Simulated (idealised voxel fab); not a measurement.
Process module under the name voxel ribs on slabs
It is cross-section cut that appears here, measuring 145 nm in width, its square cells being 5 nm in size.
Think of the cross-section as a grid of square cells. We describe it in bands, top to bottom, and each band covers one or more rows of those cells. Top height, bottom height, nm. Materials left to right, width each, nm. Single material + "everywhere" = fills band edge to edge. "blank" = empty. Heights are reckoned from 0. Under this level, the received wafer is all of one material. The bottommost band is open-ended downward, for example "from 0 down". So if you see something like "30->40" for the width, read it as the top row of the band sitting at the first number and the bottom row at the second, with every row in between moving by the same amount as the last. A step reported as "remained unchanged" is a step in which no cell of the cross-section changed. Look at "Closed cavity list" for the closed voids: empty spaces with no open path to the top, sized 8 cells or up. Each is width x height at distance, distance from the left edge, all nm. Anything after a step's settings on that line? It's the simulator's own note about the step. "overlay nm", when on a step's line for a step with a mask, measures how far to the right of its planned place the mask lay; a negative measure means to the left. Pairs follow: section before one process step, section after it down to the lowest changed band, step with settings underneath. Pairs may come from different runs of this module on the same starting wafer; continuity with the pair above only as stated in the "Pre-process" entry.
Pre-process:
from 0 down: Si everywhere
Closed cavity list: none
Result of Step:
from 25 to 0: SiO2 everywhere
For the remainder of the cross-section, below 0, there is no change.
Closed cavity list: none
The before and after cross-sections above are linked by op DIRECTIONAL_DEP | material SiO2 | thk nm 25
Pre-process: after-state, pair directly above.
Result of Step:
from 40 to 25: polySi everywhere
For the remainder of the cross-section, below 25, there is no change.
Closed cavity list: none
The before and after cross-sections above are linked by op DIRECTIONAL_DEP | material polySi | thk nm 15
Pre-process: after-state, pair directly above.
Result of Step:
from 55 to 40: aC everywhere
For the remainder of the cross-section, below 40, there is no change.
Closed cavity list: none
The before and after cross-sections above are linked by op DIRECTIONAL_DEP | material aC | thk nm 15
Pre-process: after-state, pair directly above.
Result of Step:
from 90 to 55: blank 60 nm | resist 25 nm | blank 60 nm
For the remainder of the cross-section, below 55, there is no change.
Closed cavity list: none
The before and after cross-sections above are linked by op PATTERN | tone cover | mask id RIB | material resist | width nm 25 | thk nm 35 | overlay nm 0
Pre-process: after-state, pair directly above.
Result of Step:
from 75 to 55: blank 60 nm | resist 25 nm | blank 60 nm
from 55 to 40: blank 60 nm | aC 25 nm | blank 60 nm
For the remainder of the cross-section, below 40, there is no change.
Closed cavity list: none
The before and after cross-sections above are linked by op DIRECTIONAL_ETCH | etch materials aC | depth nm 15
Pre-process: after-state, pair directly above.
Result of Step:
from 55 to 40: blank 60 nm | aC 25 nm | blank 60 nm
For the remainder of the cross-section, below 40, there is no change.
Closed cavity list: none
The before and after cross-sections above are linked by op STRIP | etch materials resist
Pre-process: after-state, pair directly above.
Result of Step:
from 55 to 40: blank 60 nm | aC 25 nm | blank 60 nm
from 40 to 30: blank 60 nm | polySi 25 nm | blank 60 nm
For the remainder of the cross-section, below 30, there is no change.
Closed cavity list: none
The before and after cross-sections above are linked by op DIRECTIONAL_ETCH | etch materials polySi | depth nm 10
Pre-process: after-state, pair directly above.
Result of Step:
from 40 to 30: blank 60 nm | polySi 25 nm | blank 60 nm
For the remainder of the cross-section, below 30, there is no change.
Closed cavity list: none
The before and after cross-sections above are linked by op STRIP | etch materials aC
Pre-process: after-state, pair directly above.
Result of Step:
from 50 to 40: blank 60 nm | aC 25 nm | blank 60 nm
from 40 to 30: aC 60 nm | polySi 25 nm | aC 60 nm
For the remainder of the cross-section, below 30, there is no change.
Closed cavity list: none
The before and after cross-sections above are linked by op DIRECTIONAL_DEP | material aC | thk nm 10
Pre-process: after-state, pair directly above.
Result of Step:
from 75 to 50: blank 30 nm | resist 85 nm | blank 30 nm
from 50 to 40: blank 30 nm | resist 30 nm | aC 25 nm | resist 30 nm | blank 30 nm
For the remainder of the cross-section, below 40, there is no change.
Closed cavity list: none
The before and after cross-sections above are linked by op PATTERN | tone cover | mask id SLAB | material resist | width nm 85 | thk nm 25 | overlay nm 0
Pre-process: after-state, pair directly above.
Result of Step:
from 65 to 50: blank 30 nm | resist 85 nm | blank 30 nm
from 50 to 40: blank 30 nm | resist 30 nm | aC 25 nm | resist 30 nm | blank 30 nm
from 40 to 30: blank 30 nm | aC 30 nm | polySi 25 nm | aC 30 nm | blank 30 nm
For the remainder of the cross-section, below 30, there is no change.
Closed cavity list: none
The before and after cross-sections above are linked by op DIRECTIONAL_ETCH | etch materials aC | depth nm 10
Pre-process: after-state, pair directly above.
Result of Step:
from 50 to 40: blank 60 nm | aC 25 nm | blank 60 nm
For the remainder of the cross-section, below 40, there is no change.
Closed cavity list: none
The before and after cross-sections above are linked by op STRIP | etch materials resist
Pre-process: after-state, pair directly above.
Result of Step:
from 50 to 40: blank 60 nm | aC 25 nm | blank 60 nm
from 40 to 30: blank 30 nm | aC 30 nm | polySi 25 nm | aC 30 nm | blank 30 nm
from 30 to 25: blank 30 nm | polySi 85 nm | blank 30 nm
For the remainder of the cross-section, below 25, there is no change.
Closed cavity list: none
The before and after cross-sections above are linked by op DIRECTIONAL_ETCH | etch materials polySi | depth nm 5
Pre-process: after-state, pair directly above.
Result of Step:
from 40 to 30: blank 60 nm | polySi 25 nm | blank 60 nm
For the remainder of the cross-section, below 30, there is no change.
Closed cavity list: none
The before and after cross-sections above are linked by op STRIP | etch materials aC
Pre-process: after-state, pair directly above.
Result of Step:
from 60 to 40: SiO2 everywhere
from 40 to 30: SiO2 60 nm | polySi 25 nm | SiO2 60 nm
from 30 to 25: SiO2 30 nm | polySi 85 nm | SiO2 30 nm
For the remainder of the cross-section, below 25, there is no change.
Closed cavity list: none
The before and after cross-sections above are linked by op FILL_DEP | material SiO2 | thk nm 20
Pre-process: after-state, pair directly above.
Result of Step:
from 50 to 40: SiO2 everywhere
For the remainder of the cross-section, below 40, there is no change.
Closed cavity list: none
The before and after cross-sections above are linked by op CMP | height nm 50
Pre-process: after-state, pair directly above.
Result of Step:
from 60 to 50: W everywhere
For the remainder of the cross-section, below 50, there is no change.
Closed cavity list: none
The before and after cross-sections above are linked by op DIRECTIONAL_DEP | material W | thk nm 10
Pre-process: after-state, pair directly above.
Result of Step:
from 75 to 60: blank 55 nm | resist 35 nm | blank 55 nm
For the remainder of the cross-section, below 60, there is no change.
Closed cavity list: none
The before and after cross-sections above are linked by op PATTERN | tone cover | mask id HEATER | material resist | width nm 35 | thk nm 15 | overlay nm 0
Pre-process: after-state, pair directly above.
Result of Step:
from 75 to 60: blank 55 nm | resist 35 nm | blank 55 nm
from 60 to 50: blank 55 nm | W 35 nm | blank 55 nm
For the remainder of the cross-section, below 50, there is no change.
Closed cavity list: none
The before and after cross-sections above are linked by op DIRECTIONAL_ETCH | etch materials W | depth nm 10
Pre-process: after-state, pair directly above.
Result of Step:
from 60 to 50: blank 55 nm | W 35 nm | blank 55 nm
For the remainder of the cross-section, below 50, there is no change.
Closed cavity list: none
The before and after cross-sections above are linked by op STRIP | etch materials resist
Pre-process: after-state, pair directly above.
Result of Step:
from 70 to 60: blank 45 nm | SiN 55 nm | blank 45 nm
from 60 to 50: SiN 55 nm | W 35 nm | SiN 55 nm
For the remainder of the cross-section, below 50, there is no change.
Closed cavity list: none
The before and after cross-sections above are linked by op CONFORMAL_DEP | material SiN | thk nm 10
Pre-process:
from 40 to 25: polySi everywhere
from 25 to 0: SiO2 everywhere
from 0 down: Si everywhere
Closed cavity list: none
Result of Step:
from 55 to 25: polySi everywhere
For the remainder of the cross-section, below 25, there is no change.
Closed cavity list: none
The before and after cross-sections above are linked by op DIRECTIONAL_DEP | material polySi | thk nm 15
Pre-process: after-state, pair directly above.
Result of Step:
from 70 to 55: aC everywhere
For the remainder of the cross-section, below 55, there is no change.
Closed cavity list: none
The before and after cross-sections above are linked by op DIRECTIONAL_DEP | material aC | thk nm 15
Pre-process: after-state, pair directly above.
Result of Step:
from 105 to 70: blank 60 nm | resist 25 nm | blank 60 nm
For the remainder of the cross-section, below 70, there is no change.
Closed cavity list: none
The before and after cross-sections above are linked by op PATTERN | tone cover | mask id RIB | material resist | width nm 25 | thk nm 35 | overlay nm 0
Pre-process: after-state, pair directly above.
Result of Step:
from 90 to 70: blank 60 nm | resist 25 nm | blank 60 nm
from 70 to 55: blank 60 nm | aC 25 nm | blank 60 nm
For the remainder of the cross-section, below 55, there is no change.
Closed cavity list: none
The before and after cross-sections above are linked by op DIRECTIONAL_ETCH | etch materials aC | depth nm 15
Pre-process: after-state, pair directly above.
Result of Step:
from 70 to 55: blank 60 nm | aC 25 nm | blank 60 nm
For the remainder of the cross-section, below 55, there is no change.
Closed cavity list: none
The before and after cross-sections above are linked by op STRIP | etch materials resist
Pre-process: after-state, pair directly above.
Result of Step:
from 70 to 55: blank 60 nm | aC 25 nm | blank 60 nm
from 55 to 45: blank 60 nm | polySi 25 nm | blank 60 nm
For the remainder of the cross-section, below 45, there is no change.
Closed cavity list: none
The before and after cross-sections above are linked by op DIRECTIONAL_ETCH | etch materials polySi | depth nm 10
Pre-process: after-state, pair directly above.
Result of Step:
from 55 to 45: blank 60 nm | polySi 25 nm | blank 60 nm
For the remainder of the cross-section, below 45, there is no change.
Closed cavity list: none
The before and after cross-sections above are linked by op STRIP | etch materials aC
Pre-process: after-state, pair directly above.
Result of Step:
from 65 to 55: blank 60 nm | aC 25 nm | blank 60 nm
from 55 to 45: aC 60 nm | polySi 25 nm | aC 60 nm
For the remainder of the cross-section, below 45, there is no change.
Closed cavity list: none
The before and after cross-sections above are linked by op DIRECTIONAL_DEP | material aC | thk nm 10
Pre-process: after-state, pair directly above.
Result of Step:
from 90 to 65: blank 30 nm | resist 85 nm | blank 30 nm
from 65 to 55: blank 30 nm | resist 30 nm | aC 25 nm | resist 30 nm | blank 30 nm
For the remainder of the cross-section, below 55, there is no change.
Closed cavity list: none
The before and after cross-sections above are linked by op PATTERN | tone cover | mask id SLAB | material resist | width nm 85 | thk nm 25 | overlay nm 0
Pre-process: after-state, pair directly above.
Result of Step:
from 80 to 65: blank 30 nm | resist 85 nm | blank 30 nm
from 65 to 55: blank 30 nm | resist 30 nm | aC 25 nm | resist 30 nm | blank 30 nm
from 55 to 45: blank 30 nm | aC 30 nm | polySi 25 nm | aC 30 nm | blank 30 nm
For the remainder of the cross-section, below 45, there is no change.
Closed cavity list: none
The before and after cross-sections above are linked by op DIRECTIONAL_ETCH | etch materials aC | depth nm 10
Pre-process: after-state, pair directly above.
Result of Step:
from 65 to 55: blank 60 nm | aC 25 nm | blank 60 nm
For the remainder of the cross-section, below 55, there is no change.
Closed cavity list: none
The before and after cross-sections above are linked by op STRIP | etch materials resist
Pre-process: after-state, pair directly above.
Result of Step:
from 65 to 55: blank 60 nm | aC 25 nm | blank 60 nm
from 55 to 45: blank 30 nm | aC 30 nm | polySi 25 nm | aC 30 nm | blank 30 nm
from 45 to 40: blank 30 nm | polySi 85 nm | blank 30 nm
For the remainder of the cross-section, below 40, there is no change.
Closed cavity list: none
The before and after cross-sections above are linked by op DIRECTIONAL_ETCH | etch materials polySi | depth nm 5
Pre-process: after-state, pair directly above.
Result of Step:
from 55 to 45: blank 60 nm | polySi 25 nm | blank 60 nm
For the remainder of the cross-section, below 45, there is no change.
Closed cavity list: none
The before and after cross-sections above are linked by op STRIP | etch materials aC
Pre-process: after-state, pair directly above.
Result of Step:
from 75 to 55: SiO2 everywhere
from 55 to 45: SiO2 60 nm | polySi 25 nm | SiO2 60 nm
from 45 to 40: SiO2 30 nm | polySi 85 nm | SiO2 30 nm
For the remainder of the cross-section, below 40, there is no change.
Closed cavity list: none
The before and after cross-sections above are linked by op FILL_DEP | material SiO2 | thk nm 20
Pre-process: after-state, pair directly above.
Result of Step:
from 50 to 40: SiO2 60->30 nm | polySi 25->85 nm | SiO2 60->30 nm
For the remainder of the cross-section, below 40, there is no change.
Closed cavity list: none
The before and after cross-sections above are linked by op CMP | height nm 50
Pre-process: after-state, pair directly above.
Result of Step:
from 60 to 50: W everywhere
For the remainder of the cross-section, below 50, there is no change.
Closed cavity list: none
The before and after cross-sections above are linked by op DIRECTIONAL_DEP | material W | thk nm 10
Pre-process: after-state, pair directly above.
Result of Step:
from 75 to 60: blank 55 nm | resist 35 nm | blank 55 nm
For the remainder of the cross-section, below 60, there is no change.
Closed cavity list: none
The before and after cross-sections above are linked by op PATTERN | tone cover | mask id HEATER | material resist | width nm 35 | thk nm 15 | overlay nm 0
Pre-process: after-state, pair directly above.
Result of Step:
from 75 to 60: blank 55 nm | resist 35 nm | blank 55 nm
from 60 to 50: blank 55 nm | W 35 nm | blank 55 nm
For the remainder of the cross-section, below 50, there is no change.
Closed cavity list: none
The before and after cross-sections above are linked by op DIRECTIONAL_ETCH | etch materials W | depth nm 10
Pre-process: after-state, pair directly above.
Result of Step:
from 60 to 50: blank 55 nm | W 35 nm | blank 55 nm
For the remainder of the cross-section, below 50, there is no change.
Closed cavity list: none
The before and after cross-sections above are linked by op STRIP | etch materials resist
Pre-process: after-state, pair directly above.
Result of Step:
from 70 to 60: blank 45 nm | SiN 55 nm | blank 45 nm
from 60 to 50: SiN 55 nm | W 35 nm | SiN 55 nm
For the remainder of the cross-section, below 50, there is no change.
Closed cavity list: none
The before and after cross-sections above are linked by op CONFORMAL_DEP | material SiN | thk nm 10
Pre-process:
from 0 down: Si everywhere
Closed cavity list: none
Result of Step:
from 15 to 0: polySi everywhere
For the remainder of the cross-section, below 0, there is no change.
Closed cavity list: none
The before and after cross-sections above are linked by op DIRECTIONAL_DEP | material polySi | thk nm 15
Pre-process: after-state, pair directly above.
Result of Step:
from 40 to 15: SiO2 everywhere
For the remainder of the cross-section, below 15, there is no change.
Closed cavity list: none
The before and after cross-sections above are linked by op DIRECTIONAL_DEP | material SiO2 | thk nm 25
Pre-process: after-state, pair directly above.
Result of Step:
from 55 to 40: aC everywhere
For the remainder of the cross-section, below 40, there is no change.
Closed cavity list: none
The before and after cross-sections above are linked by op DIRECTIONAL_DEP | material aC | thk nm 15
Pre-process: after-state, pair directly above.
Result of Step:
from 90 to 55: blank 60 nm | resist 25 nm | blank 60 nm
For the remainder of the cross-section, below 55, there is no change.
Closed cavity list: none
The before and after cross-sections above are linked by op PATTERN | tone cover | mask id RIB | material resist | width nm 25 | thk nm 35 | overlay nm 0
Pre-process: after-state, pair directly above.
Result of Step:
from 75 to 55: blank 60 nm | resist 25 nm | blank 60 nm
from 55 to 40: blank 60 nm | aC 25 nm | blank 60 nm
For the remainder of the cross-section, below 40, there is no change.
Closed cavity list: none
The before and after cross-sections above are linked by op DIRECTIONAL_ETCH | etch materials aC | depth nm 15
Pre-process: after-state, pair directly above.
Result of Step:
from 55 to 40: blank 60 nm | aC 25 nm | blank 60 nm
For the remainder of the cross-section, below 40, there is no change.
Closed cavity list: none
The before and after cross-sections above are linked by op STRIP | etch materials resist
Pre-process: after-state, pair directly above.
Result of Step:
from 40 to 15: SiO2 everywhere
For the remainder of the cross-section, below 15, there is no change.
Closed cavity list: none
The before and after cross-sections above are linked by op STRIP | etch materials aC
Pre-process: after-state, pair directly above.
Result of Step:
from 50 to 40: aC everywhere
For the remainder of the cross-section, below 40, there is no change.
Closed cavity list: none
The before and after cross-sections above are linked by op DIRECTIONAL_DEP | material aC | thk nm 10
Pre-process: after-state, pair directly above.
Result of Step:
from 75 to 50: blank 30 nm | resist 85 nm | blank 30 nm
For the remainder of the cross-section, below 50, there is no change.
Closed cavity list: none
The before and after cross-sections above are linked by op PATTERN | tone cover | mask id SLAB | material resist | width nm 85 | thk nm 25 | overlay nm 0
Pre-process: after-state, pair directly above.
Result of Step:
from 65 to 50: blank 30 nm | resist 85 nm | blank 30 nm
from 50 to 40: blank 30 nm | aC 85 nm | blank 30 nm
For the remainder of the cross-section, below 40, there is no change.
Closed cavity list: none
The before and after cross-sections above are linked by op DIRECTIONAL_ETCH | etch materials aC | depth nm 10
Pre-process: after-state, pair directly above.
Result of Step:
from 50 to 40: blank 30 nm | aC 85 nm | blank 30 nm
For the remainder of the cross-section, below 40, there is no change.
Closed cavity list: none
The before and after cross-sections above are linked by op STRIP | etch materials resist
Pre-process: after-state, pair directly above.
Result of Step:
from 40 to 15: SiO2 everywhere
For the remainder of the cross-section, below 15, there is no change.
Closed cavity list: none
The before and after cross-sections above are linked by op STRIP | etch materials aC
Pre-process: after-state, pair directly above.
Result of Step:
from 60 to 15: SiO2 everywhere
For the remainder of the cross-section, below 15, there is no change.
Closed cavity list: none
The before and after cross-sections above are linked by op FILL_DEP | material SiO2 | thk nm 20
Pre-process: after-state, pair directly above.
Result of Step:
from 50 to 15: SiO2 everywhere
For the remainder of the cross-section, below 15, there is no change.
Closed cavity list: none
The before and after cross-sections above are linked by op CMP | height nm 50
Pre-process: after-state, pair directly above.
Result of Step:
from 60 to 50: W everywhere
For the remainder of the cross-section, below 50, there is no change.
Closed cavity list: none
The before and after cross-sections above are linked by op DIRECTIONAL_DEP | material W | thk nm 10
Pre-process: after-state, pair directly above.
Result of Step:
from 75 to 60: blank 55 nm | resist 35 nm | blank 55 nm
For the remainder of the cross-section, below 60, there is no change.
Closed cavity list: none
The before and after cross-sections above are linked by op PATTERN | tone cover | mask id HEATER | material resist | width nm 35 | thk nm 15 | overlay nm 0
Pre-process: after-state, pair directly above.
Result of Step:
from 75 to 60: blank 55 nm | resist 35 nm | blank 55 nm
from 60 to 50: blank 55 nm | W 35 nm | blank 55 nm
For the remainder of the cross-section, below 50, there is no change.
Closed cavity list: none
The before and after cross-sections above are linked by op DIRECTIONAL_ETCH | etch materials W | depth nm 10
Pre-process: after-state, pair directly above.
Result of Step:
from 60 to 50: blank 55 nm | W 35 nm | blank 55 nm
For the remainder of the cross-section, below 50, there is no change.
Closed cavity list: none
The before and after cross-sections above are linked by op STRIP | etch materials resist
Pre-process: after-state, pair directly above.
Result of Step:
from 70 to 60: blank 45 nm | SiN 55 nm | blank 45 nm
from 60 to 50: SiN 55 nm | W 35 nm | SiN 55 nm
For the remainder of the cross-section, below 50, there is no change.
Closed cavity list: none
The before and after cross-sections above are linked by op CONFORMAL_DEP | material SiN | thk nm 10
Pre-process:
from 0 down: Si everywhere
Closed cavity list: none
Result of Step:
from 20 to 0: SiO2 everywhere
For the remainder of the cross-section, below 0, there is no change.
Closed cavity list: none
The before and after cross-sections above are linked by op DIRECTIONAL_DEP | material SiO2 | thk nm 20
Pre-process: after-state, pair directly above.
Result of Step:
from 35 to 20: polySi everywhere
For the remainder of the cross-section, below 20, there is no change.
Closed cavity list: none
The before and after cross-sections above are linked by op DIRECTIONAL_DEP | material polySi | thk nm 15
Pre-process: after-state, pair directly above.
Result of Step:
from 50 to 35: aC everywhere
For the remainder of the cross-section, below 35, there is no change.
Closed cavity list: none
The before and after cross-sections above are linked by op DIRECTIONAL_DEP | material aC | thk nm 15
Pre-process: after-state, pair directly above.
Result of Step:
from 85 to 50: blank 60 nm | resist 25 nm | blank 60 nm
For the remainder of the cross-section, below 50, there is no change.
Closed cavity list: none
The before and after cross-sections above are linked by op PATTERN | tone cover | mask id RIB | material resist | width nm 25 | thk nm 35 | overlay nm 0
Pre-process: after-state, pair directly above.
Result of Step:
from 70 to 50: blank 60 nm | resist 25 nm | blank 60 nm
from 50 to 35: blank 60 nm | aC 25 nm | blank 60 nm
For the remainder of the cross-section, below 35, there is no change.
Closed cavity list: none
The before and after cross-sections above are linked by op DIRECTIONAL_ETCH | etch materials aC | depth nm 15
Pre-process: after-state, pair directly above.
Result of Step:
from 50 to 35: blank 60 nm | aC 25 nm | blank 60 nm
For the remainder of the cross-section, below 35, there is no change.
Closed cavity list: none
The before and after cross-sections above are linked by op STRIP | etch materials resist
Pre-process: after-state, pair directly above.
Result of Step:
from 50 to 35: blank 60 nm | aC 25 nm | blank 60 nm
from 35 to 25: blank 60 nm | polySi 25 nm | blank 60 nm
For the remainder of the cross-section, below 25, there is no change.
Closed cavity list: none
The before and after cross-sections above are linked by op DIRECTIONAL_ETCH | etch materials polySi | depth nm 10
Pre-process: after-state, pair directly above.
Result of Step:
from 35 to 25: blank 60 nm | polySi 25 nm | blank 60 nm
For the remainder of the cross-section, below 25, there is no change.
Closed cavity list: none
The before and after cross-sections above are linked by op STRIP | etch materials aC
Pre-process: after-state, pair directly above.
Result of Step:
from 45 to 35: blank 60 nm | aC 25 nm | blank 60 nm
from 35 to 25: aC 60 nm | polySi 25 nm | aC 60 nm
For the remainder of the cross-section, below 25, there is no change.
Closed cavity list: none
The before and after cross-sections above are linked by op DIRECTIONAL_DEP | material aC | thk nm 10
Pre-process: after-state, pair directly above.
Result of Step:
from 70 to 45: blank 30 nm | resist 85 nm | blank 30 nm
from 45 to 35: blank 30 nm | resist 30 nm | aC 25 nm | resist 30 nm | blank 30 nm
For the remainder of the cross-section, below 35, there is no change.
Closed cavity list: none
The before and after cross-sections above are linked by op PATTERN | tone cover | mask id SLAB | material resist | width nm 85 | thk nm 25 | overlay nm 0
Pre-process: after-state, pair directly above.
Result of Step:
from 60 to 45: blank 30 nm | resist 85 nm | blank 30 nm
from 45 to 35: blank 30 nm | resist 30 nm | aC 25 nm | resist 30 nm | blank 30 nm
from 35 to 25: blank 30 nm | aC 30 nm | polySi 25 nm | aC 30 nm | blank 30 nm
For the remainder of the cross-section, below 25, there is no change.
Closed cavity list: none
The before and after cross-sections above are linked by op DIRECTIONAL_ETCH | etch materials aC | depth nm 10
Pre-process: after-state, pair directly above.
Result of Step:
from 45 to 35: blank 60 nm | aC 25 nm | blank 60 nm
For the remainder of the cross-section, below 35, there is no change.
Closed cavity list: none
The before and after cross-sections above are linked by op STRIP | etch materials resist
Pre-process: after-state, pair directly above.
Result of Step:
from 45 to 35: blank 60 nm | aC 25 nm | blank 60 nm
from 35 to 25: blank 30 nm | aC 30 nm | polySi 25 nm | aC 30 nm | blank 30 nm
from 25 to 20: blank 30 nm | polySi 85 nm | blank 30 nm
For the remainder of the cross-section, below 20, there is no change.
Closed cavity list: none
The before and after cross-sections above are linked by op DIRECTIONAL_ETCH | etch materials polySi | depth nm 5
Pre-process: after-state, pair directly above.
Result of Step:
from 35 to 25: blank 60 nm | polySi 25 nm | blank 60 nm
For the remainder of the cross-section, below 25, there is no change.
Closed cavity list: none
The before and after cross-sections above are linked by op STRIP | etch materials aC
Pre-process: after-state, pair directly above.
Result of Step:
from 55 to 35: SiO2 everywhere
from 35 to 25: SiO2 60 nm | polySi 25 nm | SiO2 60 nm
from 25 to 20: SiO2 30 nm | polySi 85 nm | SiO2 30 nm
For the remainder of the cross-section, below 20, there is no change.
Closed cavity list: none
The before and after cross-sections above are linked by op FILL_DEP | material SiO2 | thk nm 20
Pre-process: after-state, pair directly above.
Result of Step:
from 50 to 35: SiO2 everywhere
For the remainder of the cross-section, below 35, there is no change.
Closed cavity list: none
The before and after cross-sections above are linked by op CMP | height nm 50
Pre-process: after-state, pair directly above.
Result of Step:
from 60 to 50: W everywhere
For the remainder of the cross-section, below 50, there is no change.
Closed cavity list: none
The before and after cross-sections above are linked by op DIRECTIONAL_DEP | material W | thk nm 10
Pre-process: after-state, pair directly above.
Result of Step:
from 75 to 60: blank 55 nm | resist 35 nm | blank 55 nm
For the remainder of the cross-section, below 60, there is no change.
Closed cavity list: none
The before and after cross-sections above are linked by op PATTERN | tone cover | mask id HEATER | material resist | width nm 35 | thk nm 15 | overlay nm 0
Pre-process: after-state, pair directly above.
Result of Step:
from 75 to 60: blank 55 nm | resist 35 nm | blank 55 nm
from 60 to 50: blank 55 nm | W 35 nm | blank 55 nm
For the remainder of the cross-section, below 50, there is no change.
Closed cavity list: none
The before and after cross-sections above are linked by op DIRECTIONAL_ETCH | etch materials W | depth nm 10
Pre-process: after-state, pair directly above.
Result of Step:
from 60 to 50: blank 55 nm | W 35 nm | blank 55 nm
For the remainder of the cross-section, below 50, there is no change.
Closed cavity list: none
The before and after cross-sections above are linked by op STRIP | etch materials resist
Pre-process: after-state, pair directly above.
Result of Step:
from 70 to 60: blank 45 nm | SiN 55 nm | blank 45 nm
from 60 to 50: SiN 55 nm | W 35 nm | SiN 55 nm
For the remainder of the cross-section, below 50, there is no change.
Closed cavity list: none
The before and after cross-sections above are linked by op CONFORMAL_DEP | material SiN | thk nm 10
Pre-process:
from 60 to 50: W everywhere
from 50 to 40: SiO2 everywhere
from 40 to 30: SiO2 60 nm | polySi 25 nm | SiO2 60 nm
from 30 to 25: SiO2 30 nm | polySi 85 nm | SiO2 30 nm
from 25 to 0: SiO2 everywhere
from 0 down: Si everywhere
Closed cavity list: none
Result of Step:
from 75 to 60: blank 55 nm | resist 40 nm | blank 50 nm
For the remainder of the cross-section, below 60, there is no change.
Closed cavity list: none
The before and after cross-sections above are linked by op PATTERN | tone cover | mask id HEATER | material resist | width nm 40 | thk nm 15 | overlay nm 0
Pre-process: after-state, pair directly above.
Result of Step:
from 75 to 60: blank 55 nm | resist 40 nm | blank 50 nm
from 60 to 50: blank 55 nm | W 40 nm | blank 50 nm
For the remainder of the cross-section, below 50, there is no change.
Closed cavity list: none
The before and after cross-sections above are linked by op DIRECTIONAL_ETCH | etch materials W | depth nm 10
Pre-process: after-state, pair directly above.
Result of Step:
from 60 to 50: blank 55 nm | W 40 nm | blank 50 nm
For the remainder of the cross-section, below 50, there is no change.
Closed cavity list: none
The before and after cross-sections above are linked by op STRIP | etch materials resist
Pre-process: after-state, pair directly above.
Result of Step:
from 70 to 60: blank 45 nm | SiN 60 nm | blank 40 nm
from 60 to 50: SiN 55 nm | W 40 nm | SiN 50 nm
For the remainder of the cross-section, below 50, there is no change.
Closed cavity list: none
The before and after cross-sections above are linked by op CONFORMAL_DEP | material SiN | thk nm 10
Pre-process:
from 60 to 50: W everywhere
from 50 to 40: SiO2 everywhere
from 40 to 30: SiO2 60 nm | polySi 25 nm | SiO2 60 nm
from 30 to 25: SiO2 30 nm | polySi 85 nm | SiO2 30 nm
from 25 to 0: SiO2 everywhere
from 0 down: Si everywhere
Closed cavity list: none
Result of Step:
from 75 to 60: blank 65 nm | resist 35 nm | blank 45 nm
For the remainder of the cross-section, below 60, there is no change.
Closed cavity list: none
The before and after cross-sections above are linked by op PATTERN | tone cover | mask id HEATER | material resist | width nm 35 | thk nm 15 | overlay nm 10
Pre-process: after-state, pair directly above.
Result of Step:
from 75 to 60: blank 65 nm | resist 35 nm | blank 45 nm
from 60 to 50: blank 65 nm | W 35 nm | blank 45 nm
For the remainder of the cross-section, below 50, there is no change.
Closed cavity list: none
The before and after cross-sections above are linked by op DIRECTIONAL_ETCH | etch materials W | depth nm 10
Pre-process: after-state, pair directly above.
Result of Step:
from 60 to 50: blank 65 nm | W 35 nm | blank 45 nm
For the remainder of the cross-section, below 50, there is no change.
Closed cavity list: none
The before and after cross-sections above are linked by op STRIP | etch materials resist
Pre-process: after-state, pair directly above.
Result of Step:
from 70 to 60: blank 55 nm | SiN 55 nm | blank 35 nm
from 60 to 50: SiN 65 nm | W 35 nm | SiN 45 nm
For the remainder of the cross-section, below 50, there is no change.
Closed cavity list: none
The before and after cross-sections above are linked by op CONFORMAL_DEP | material SiN | thk nm 10
Pre-process:
from 0 down: Si everywhere
Closed cavity list: none
Result of Step:
from 25 to 0: SiN everywhere
For the remainder of the cross-section, below 0, there is no change.
Closed cavity list: none
The before and after cross-sections above are linked by op DIRECTIONAL_DEP | material SiN | thk nm 25
Pre-process: after-state, pair directly above.
Result of Step:
from 40 to 25: polySi everywhere
For the remainder of the cross-section, below 25, there is no change.
Closed cavity list: none
The before and after cross-sections above are linked by op DIRECTIONAL_DEP | material polySi | thk nm 15
Pre-process: after-state, pair directly above.
Result of Step:
from 55 to 40: aC everywhere
For the remainder of the cross-section, below 40, there is no change.
Closed cavity list: none
The before and after cross-sections above are linked by op DIRECTIONAL_DEP | material aC | thk nm 15
Pre-process: after-state, pair directly above.
Result of Step:
from 90 to 55: blank 60 nm | resist 25 nm | blank 60 nm
For the remainder of the cross-section, below 55, there is no change.
Closed cavity list: none
The before and after cross-sections above are linked by op PATTERN | tone cover | mask id RIB | material resist | width nm 25 | thk nm 35 | overlay nm 0
Pre-process: after-state, pair directly above.
Result of Step:
from 75 to 55: blank 60 nm | resist 25 nm | blank 60 nm
from 55 to 40: blank 60 nm | aC 25 nm | blank 60 nm
For the remainder of the cross-section, below 40, there is no change.
Closed cavity list: none
The before and after cross-sections above are linked by op DIRECTIONAL_ETCH | etch materials aC | depth nm 15
Pre-process: after-state, pair directly above.
Result of Step:
from 55 to 40: blank 60 nm | aC 25 nm | blank 60 nm
For the remainder of the cross-section, below 40, there is no change.
Closed cavity list: none
The before and after cross-sections above are linked by op STRIP | etch materials resist
Pre-process: after-state, pair directly above.
Result of Step:
from 55 to 40: blank 60 nm | aC 25 nm | blank 60 nm
from 40 to 30: blank 60 nm | polySi 25 nm | blank 60 nm
For the remainder of the cross-section, below 30, there is no change.
Closed cavity list: none
The before and after cross-sections above are linked by op DIRECTIONAL_ETCH | etch materials polySi | depth nm 10
Pre-process: after-state, pair directly above.
Result of Step:
from 40 to 30: blank 60 nm | polySi 25 nm | blank 60 nm
For the remainder of the cross-section, below 30, there is no change.
Closed cavity list: none
The before and after cross-sections above are linked by op STRIP | etch materials aC
Pre-process: after-state, pair directly above.
Result of Step:
from 50 to 40: blank 60 nm | aC 25 nm | blank 60 nm
from 40 to 30: aC 60 nm | polySi 25 nm | aC 60 nm
For the remainder of the cross-section, below 30, there is no change.
Closed cavity list: none
The before and after cross-sections above are linked by op DIRECTIONAL_DEP | material aC | thk nm 10
Pre-process: after-state, pair directly above.
Result of Step:
from 75 to 50: blank 30 nm | resist 85 nm | blank 30 nm
from 50 to 40: blank 30 nm | resist 30 nm | aC 25 nm | resist 30 nm | blank 30 nm
For the remainder of the cross-section, below 40, there is no change.
Closed cavity list: none
The before and after cross-sections above are linked by op PATTERN | tone cover | mask id SLAB | material resist | width nm 85 | thk nm 25 | overlay nm 0
Pre-process: after-state, pair directly above.
Result of Step:
from 65 to 50: blank 30 nm | resist 85 nm | blank 30 nm
from 50 to 40: blank 30 nm | resist 30 nm | aC 25 nm | resist 30 nm | blank 30 nm
from 40 to 30: blank 30 nm | aC 30 nm | polySi 25 nm | aC 30 nm | blank 30 nm
For the remainder of the cross-section, below 30, there is no change.
Closed cavity list: none
The before and after cross-sections above are linked by op DIRECTIONAL_ETCH | etch materials aC | depth nm 10
